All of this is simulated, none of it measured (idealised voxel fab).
process module | voxel ribs on slabs
cross-section cut | 175 nm wide | cells 5 nm
A cross-section is a grid of square cells, given in bands from the top down. A band is one or more rows of cells.
Each band's line starts with the height of the band's top and of its bottom, in nm. Then come its materials from left to right, each with its width in nm. One material with "throughout" fills the band from edge to edge. "air" is empty space.
Height 0 is the level under which the wafer as received is all one material. The lowest band goes on downwards, as in "0 down".
A width such as "30 to 40" changes by the same amount from each row of cells to the next, from the band's top row to its bottom row.
"no change" after a step means that no cell of the cross-section changed.
closed voids: empty space of 8 cells or more with no open way to the top, each as width x height at its distance from the left edge, in nm
after a step's settings: what the simulator itself notes on the step
overlay nm, on a step with a mask: how far to the right of its planned place the mask lay; to the left if negative
plan
1 op RECEIVE | material Si
2 op DIRECTIONAL_DEP | material SiO2 | thk nm 30
3 op DIRECTIONAL_DEP | material SiN | thk nm 20
4 op MASKED_ETCH | tone cover | mask id RIB | width nm 25 | etch materials SiN | depth nm 5 | overlay nm 0
5 op PATTERN | tone cover | mask id SLAB | material resist | width nm 85 | thk nm 15 | overlay nm 0
6 op DIRECTIONAL_ETCH | etch materials SiN | depth nm 15
7 op STRIP | etch materials resist
8 op FILL_DEP | material SiO2 | thk nm 20
9 op CMP | height nm 50
10 op DIRECTIONAL_DEP | material W | thk nm 5
11 op DIRECTIONAL_DEP | material aC | thk nm 10
12 op PATTERN | tone cover | mask id HEATER | material resist | width nm 35 | thk nm 30 | overlay nm 0
13 op DIRECTIONAL_ETCH | etch materials aC | depth nm 10
14 op STRIP | etch materials resist
15 op DIRECTIONAL_ETCH | etch materials W | depth nm 5
16 op STRIP | etch materials aC
17 op CONFORMAL_DEP | material SiN | thk nm 5
varied across the wafers: height nm of step 9. The plan shows the first wafer's value. All wafers start alike
first wafer as received, after step 1
  0 down: Si throughout
  closed voids: none
first wafer at the end, after step 17
  60 to 55: air 65 | SiN 45 | air 65
  55 to 50: SiN 70 | W 35 | SiN 70
  50 to 45: SiO2 75 | SiN 25 | SiO2 75
  45 to 30: SiO2 45 | SiN 85 | SiO2 45
  30 to 0: SiO2 throughout
  0 down: Si throughout
  closed voids: none
last wafer at the end
  80 to 75: air 65 | SiN 45 | air 65
  75 to 70: SiN 70 | W 35 | SiN 70
  70 to 50: SiO2 throughout
  50 to 45: SiO2 75 | SiN 25 | SiO2 75
  45 to 30: SiO2 45 | SiN 85 | SiO2 45
  30 to 0: SiO2 throughout
  0 down: Si throughout
  closed voids: none
each wafer at the end: cells of each material gained (+) or lost (-) since it was received, then its closed voids
height nm 50 | +93 SiN | +294 SiO2 | +7 W | closed voids: none
height nm 55 | +93 SiN | +329 SiO2 | +7 W | closed voids: none
height nm 60 | +93 SiN | +364 SiO2 | +7 W | closed voids: none
height nm 65 | +93 SiN | +399 SiO2 | +7 W | closed voids: none
height nm 70 | +93 SiN | +434 SiO2 | +7 W | closed voids: none
